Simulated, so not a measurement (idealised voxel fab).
process module | voxel air gaps
cross-section cut | 215 nm wide | cells 5 nm
A cross-section is a grid of square cells, given in bands from the top down. A band is one or more rows of cells.
Each band's line starts with the height of the band's top and of its bottom, in nm. Then come its materials from left to right, each with its width in nm. One material with "throughout" fills the band from edge to edge. "air" is empty space.
Height 0 is the level under which the wafer as received is all one material. The lowest band goes on downwards, as in "0 down".
A width such as "30 to 40" changes by the same amount from each row of cells to the next, from the band's top row to its bottom row.
"no change" after a step means that no cell of the cross-section changed.
closed voids: empty space of 8 cells or more with no open way to the top, each as width x height at its distance from the left edge, in nm
after a step's settings: what the simulator itself notes on the step
overlay nm, on a step with a mask: how far to the right of its planned place the mask lay; to the left if negative
plan
1 op RECEIVE | material Si
2 op CONFORMAL_DEP | material SiO2 | thk nm 15
3 op CONFORMAL_DEP | material SiCN | thk nm 5
4 op DIRECTIONAL_DEP | material SiO2 | thk nm 35
5 op DIRECTIONAL_DEP | material aC | thk nm 15
6 op PATTERN | tone open | mask id LINES | material resist | width nm 15 | pitch nm 50 | thk nm 30 | overlay nm 0
7 op DIRECTIONAL_ETCH | etch materials aC | depth nm 15
8 op STRIP | etch materials resist
9 op DIRECTIONAL_ETCH | etch materials SiO2 | depth nm 35
10 op STRIP | etch materials aC
11 op CONFORMAL_DEP | material TiN | thk nm 5
12 op FILL_DEP | material W | thk nm 5
13 op CMP | height nm 55
14 op EPI | material Ru | thk nm 10
15 op SELECTIVE_ETCH | etch materials SiO2 | depth nm 45
16 op CONFORMAL_DEP | material SiCN | thk nm 5
varied across the wafers: width nm of step 6. The plan shows the first wafer's value. All wafers start alike
first wafer as received, after step 1
  0 down: Si throughout
  closed voids: none
each wafer at the end: cells of each material gained (+) or lost (-) since it was received, then its closed voids
width nm 15 | +42 Ru | +164 SiCN | +129 SiO2 | +45 TiN | +18 W | closed voids: none
width nm 20 | +48 Ru | +164 SiCN | +129 SiO2 | +48 TiN | +36 W | closed voids: 20 x 25 at 75; 20 x 25 at 125
width nm 25 | +54 Ru | +156 SiCN | +129 SiO2 | +51 TiN | +54 W | closed voids: 15 x 25 at 75; 15 x 25 at 125
width nm 30 | +60 Ru | +112 SiCN | +185 SiO2 | +54 TiN | +72 W | closed voids: none
width nm 35 | +62 Ru | +112 SiCN | +171 SiO2 | +57 TiN | +90 W | closed voids: none
